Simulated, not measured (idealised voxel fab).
process module | voxel transistor to metal
cross-section cut | 160 nm wide | cells 5 nm
A cross-section is a grid of square cells, given in bands from the top down. A band is one or more rows of cells.
Each band's line starts with the height of the band's top and of its bottom, in nm. Then come its materials from left to right, each with its width in nm. One material with "throughout" fills the band from edge to edge. "air" is empty space.
Height 0 is the level under which the wafer as received is all one material. The lowest band goes on downwards, as in "0 down".
A width such as "30 to 40" changes by the same amount from each row of cells to the next, from the band's top row to its bottom row.
"no change" after a step means that no cell of the cross-section changed.
closed voids: empty space of 8 cells or more with no open way to the top, each as width x height at its distance from the left edge, in nm
after a step's settings: what the simulator itself notes on the step
overlay nm, on a step with a mask: how far to the right of its planned place the mask lay; to the left if negative
plan
1 op RECEIVE | material Si
2 op CONFORMAL_DEP | material SiO2 | thk nm 5
3 op CONFORMAL_DEP | material SiN | thk nm 10
4 op PATTERN | tone cover | mask id ACTIVE | material resist | width nm 100 | thk nm 20 | overlay nm 0
5 op DIRECTIONAL_ETCH | etch materials SiN | depth nm 10
6 op DIRECTIONAL_ETCH | etch materials SiO2 | depth nm 5
7 op DIRECTIONAL_ETCH | etch materials Si | depth nm 30
8 op STRIP | etch materials resist
9 op OXIDIZE | depth nm 5
10 op FILL_DEP | material SiO2 | thk nm 15
11 op CMP | height nm 15
12 op SELECTIVE_ETCH | etch materials SiO2 | depth nm 5
13 op STRIP | etch materials SiN
14 op SELECTIVE_ETCH | etch materials SiO2 | depth nm 5
15 op OXIDIZE | depth nm 5
16 op DIRECTIONAL_DEP | material polySi | thk nm 25
17 op DIRECTIONAL_DEP | material SiCN | thk nm 15
18 op DIRECTIONAL_DEP | material aC | thk nm 15
19 op PATTERN | tone cover | mask id GATE | material resist | width nm 30 | thk nm 30 | overlay nm 0
20 op DIRECTIONAL_ETCH | etch materials aC | depth nm 15
21 op STRIP | etch materials resist
22 op DIRECTIONAL_ETCH | etch materials SiCN | depth nm 25
23 op DIRECTIONAL_ETCH | etch materials polySi | depth nm 35
24 op STRIP | etch materials aC
25 op CONFORMAL_DEP | material SiN | thk nm 5
26 op DIRECTIONAL_ETCH | etch materials SiN | depth nm 5
27 op DIRECTIONAL_ETCH | etch materials SiO2 | depth nm 5
28 op DIRECTIONAL_ETCH | etch materials Si | depth nm 15
29 op EPI | material pSi | thk nm 15
30 op FILL_DEP | material SiO2 | thk nm 10
31 op CMP | height nm 25
32 op STRIP | etch materials polySi
33 op SELECTIVE_ETCH | etch materials SiO2 | depth nm 5
34 op CONFORMAL_DEP | material HfO2 | thk nm 5
35 op CONFORMAL_DEP | material TiN | thk nm 5
36 op FILL_DEP | material W | thk nm 5
37 op CMP | height nm 20
38 op DIRECTIONAL_DEP | material SiO2 | thk nm 10
39 op MASKED_ETCH | tone open | mask id CONTACT | width nm 15 | pitch nm 75 | etch materials SiO2 | depth nm 35 | overlay nm 0
40 op CONFORMAL_DEP | material TiN | thk nm 5
41 op FILL_DEP | material Ru | thk nm 5
42 op CMP | height nm 30
43 op CONFORMAL_DEP | material SiN | thk nm 5
44 op DIRECTIONAL_DEP | material SiO2 | thk nm 25
45 op PATTERN | tone open | mask id METAL_1 | material resist | width nm 15 | pitch nm 75 | thk nm 20 | overlay nm 0
46 op DIRECTIONAL_ETCH | etch materials SiO2 | depth nm 25
47 op DIRECTIONAL_ETCH | etch materials SiN | depth nm 5
48 op STRIP | etch materials resist
49 op CONFORMAL_DEP | material TiN | thk nm 5
50 op FILL_DEP | material Cu | thk nm 10
51 op CMP | height nm 60
52 op EPI | material Ru | thk nm 5
53 op FILL_DEP | material SiCN | thk nm 5
as received, after step 1
  0 down: Si throughout
  closed voids: none
a wafer at the end: this start, this plan, one mistake
  70 to 65: SiCN throughout
  65 to 60: SiCN 30 | Ru 25 | SiCN 50 | Ru 25 | SiCN 30
  60 to 35: SiO2 35 | TiN 5 | Cu 5 | TiN 5 | SiO2 60 | TiN 5 | Cu 5 | TiN 5 | SiO2 35
  35 to 30: SiN 35 | TiN 15 | SiN 60 | TiN 15 | SiN 35
  30 to 20: SiO2 35 | TiN 5 | SiN 5 | TiN 5 | SiO2 60 | TiN 5 | SiN 5 | TiN 5 | SiO2 35
  20 to 15: SiO2 35 | TiN 5 | SiN 5 | TiN 5 | SiO2 10 | SiN 5 | HfO2 5 | TiN 5 | W 10 | TiN 5 | HfO2 5 | SiN 5 | SiO2 10 | TiN 5 | SiN 5 | TiN 5 | SiO2 35
  15 to 10: SiO2 35 | TiN 15 | SiO2 10 | SiN 5 | HfO2 5 | TiN 5 | W 10 | TiN 5 | HfO2 5 | SiN 5 | SiO2 10 | TiN 15 | SiO2 35
  10 to 5: SiO2 35 | TiN 10 | pSi 15 | SiN 5 | HfO2 5 | TiN 5 | W 10 | TiN 5 | HfO2 5 | SiN 5 | pSi 15 | TiN 10 | SiO2 35
  5 to 0: SiO2 25 | SiN 5 | SiO2 5 | TiN 10 | pSi 15 | SiN 5 | HfO2 5 | TiN 20 | HfO2 5 | SiN 5 | pSi 15 | TiN 10 | SiO2 5 | SiN 5 | SiO2 25
  0 to -5: SiO2 35 | TiN 10 | pSi 15 | HfO2 40 | pSi 15 | TiN 10 | SiO2 35
  -5 to -20: SiO2 35 | pSi 25 | Si 40 | pSi 25 | SiO2 35
  -20 to -35: SiO2 35 | Si 90 | SiO2 35
  -35 down: Si throughout
  closed voids: none
what went wrong: step 41 ran as: op FILL_DEP | material SiN | thk nm 5
